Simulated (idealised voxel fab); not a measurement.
process module | voxel wiring stack
cross-section cut | 240 nm wide | cells 5 nm
A cross-section is a grid of square cells, given in bands from the top down. A band is one or more rows of cells.
Each band's line starts with the height of the band's top and of its bottom, in nm. Then come its materials from left to right, each with its width in nm. One material with "throughout" fills the band from edge to edge. "air" is empty space.
Height 0 is the level under which the wafer as received is all one material. The lowest band goes on downwards, as in "0 down".
A width such as "30 to 40" changes by the same amount from each row of cells to the next, from the band's top row to its bottom row.
"no change" after a step means that no cell of the cross-section changed.
closed voids: empty space of 8 cells or more with no open way to the top, each as width x height at its distance from the left edge, in nm
after a step's settings: what the simulator itself notes on the step
overlay nm, on a step with a mask: how far to the right of its planned place the mask lay; to the left if negative
plan
1 op RECEIVE | material Si
2 op CONFORMAL_DEP | material SiO2 | thk nm 10
3 op DIRECTIONAL_DEP | material TiN | thk nm 5
4 op DIRECTIONAL_DEP | material W | thk nm 25
5 op MASKED_ETCH | tone cover | mask id METAL_1 | width nm 20 | pitch nm 40 | etch materials W | depth nm 25 | overlay nm 0
6 op MASKED_ETCH | tone cover | mask id METAL_1 | width nm 20 | pitch nm 40 | etch materials TiN | depth nm 5 | overlay nm 0
7 op FILL_DEP | material lowk | thk nm 5
8 op CMP | height nm 40
9 op CONFORMAL_DEP | material SiCN | thk nm 5
10 op DIRECTIONAL_DEP | material lowk | thk nm 10
11 op MASKED_ETCH | tone open | mask id PLUG_1 | width nm 15 | pitch nm 40 | etch materials lowk | depth nm 10 | overlay nm 0
12 op MASKED_ETCH | tone open | mask id PLUG_1 | width nm 15 | pitch nm 40 | etch materials SiCN | depth nm 5 | overlay nm 0
13 op EPI | material Ru | thk nm 10
14 op EPI | material Ru | thk nm 5
15 op CONFORMAL_DEP | material SiCN | thk nm 5
16 op DIRECTIONAL_DEP | material lowk | thk nm 15
17 op PATTERN | tone open | mask id METAL_2 | material resist | width nm 20 | pitch nm 40 | thk nm 15 | overlay nm 0
18 op DIRECTIONAL_ETCH | etch materials lowk | depth nm 15
19 op DIRECTIONAL_ETCH | etch materials SiCN | depth nm 5
20 op STRIP | etch materials resist
21 op CONFORMAL_DEP | material TiN | thk nm 5
22 op FILL_DEP | material Cu | thk nm 10
23 op CMP | height nm 75
24 op EPI | material Ru | thk nm 5
25 op FILL_DEP | material SiCN | thk nm 5
26 op DIRECTIONAL_DEP | material lowk | thk nm 20
27 op MASKED_ETCH | tone open | mask id PLUG_2 | width nm 15 | pitch nm 80 | etch materials lowk | depth nm 20 | overlay nm 0
28 op MASKED_ETCH | tone open | mask id PLUG_2 | width nm 15 | pitch nm 80 | etch materials SiCN | depth nm 5 | overlay nm 0
29 op EPI | material Ru | thk nm 10
30 op EPI | material Ru | thk nm 10
31 op EPI | material Ru | thk nm 5
32 op CONFORMAL_DEP | material SiCN | thk nm 5
33 op DIRECTIONAL_DEP | material lowk | thk nm 25
34 op PATTERN | tone open | mask id METAL_3 | material resist | width nm 20 | pitch nm 40 | thk nm 20 | overlay nm 0
35 op DIRECTIONAL_ETCH | etch materials lowk | depth nm 25
36 op DIRECTIONAL_ETCH | etch materials SiCN | depth nm 5
37 op STRIP | etch materials resist
38 op CONFORMAL_DEP | material TiN | thk nm 5
39 op FILL_DEP | material Ru | thk nm 10
40 op CMP | height nm 135
41 op CONFORMAL_DEP | material SiCN | thk nm 5
as received, after step 1
  0 down: Si throughout
  closed voids: none
a wafer at the end: this start, this plan, one mistake
  140 to 135: SiCN throughout
  135 to 110: lowk 50 | TiN 5 | Ru 10 | TiN 5 | lowk 20 | TiN 5 | Ru 10 | TiN 5 | lowk 20 | TiN 5 | Ru 10 | TiN 5 | lowk 20 | TiN 5 | Ru 10 | TiN 5 | lowk 50
  110 to 105: SiCN 50 | TiN 20 | SiCN 20 | TiN 20 | SiCN 20 | TiN 20 | SiCN 20 | TiN 20 | SiCN 50
  105 to 85: lowk 50 | Ru 15 | lowk 65 | Ru 15 | lowk 95
  85 to 80: SiCN 50 | Ru 15 | SiCN 65 | Ru 15 | SiCN 95
  80 to 75: SiCN 55 | Ru 30 | SiCN 10 | Ru 30 | SiCN 10 | Ru 30 | SiCN 10 | Ru 30 | SiCN 35
  75 to 60: lowk 60 | TiN 5 | Cu 10 | TiN 5 | lowk 20 | TiN 5 | Cu 10 | TiN 5 | lowk 20 | TiN 5 | Cu 10 | TiN 5 | lowk 20 | TiN 5 | Cu 10 | TiN 5 | lowk 40
  60 to 55: SiCN 60 | TiN 20 | SiCN 20 | TiN 20 | SiCN 20 | TiN 20 | SiCN 20 | TiN 20 | SiCN 40
  55 to 45: lowk 50 | Ru 15 | lowk 25 | Ru 15 | lowk 25 | Ru 15 | lowk 25 | Ru 15 | lowk 55
  45 to 40: SiCN 50 | Ru 15 | SiCN 25 | Ru 15 | SiCN 25 | Ru 15 | SiCN 25 | Ru 15 | SiCN 55
  40 to 15: lowk 50 | W 20 | lowk 20 | W 20 | lowk 20 | W 20 | lowk 20 | W 20 | lowk 50
  15 to 10: lowk 50 | TiN 20 | lowk 20 | TiN 20 | lowk 20 | TiN 20 | lowk 20 | TiN 20 | lowk 50
  10 to 0: SiO2 throughout
  0 down: Si throughout
  closed voids: none
what went wrong: step 17 ran as: op PATTERN | tone open | mask id METAL_2 | material resist | width nm 20 | pitch nm 40 | thk nm 15 | overlay nm 10
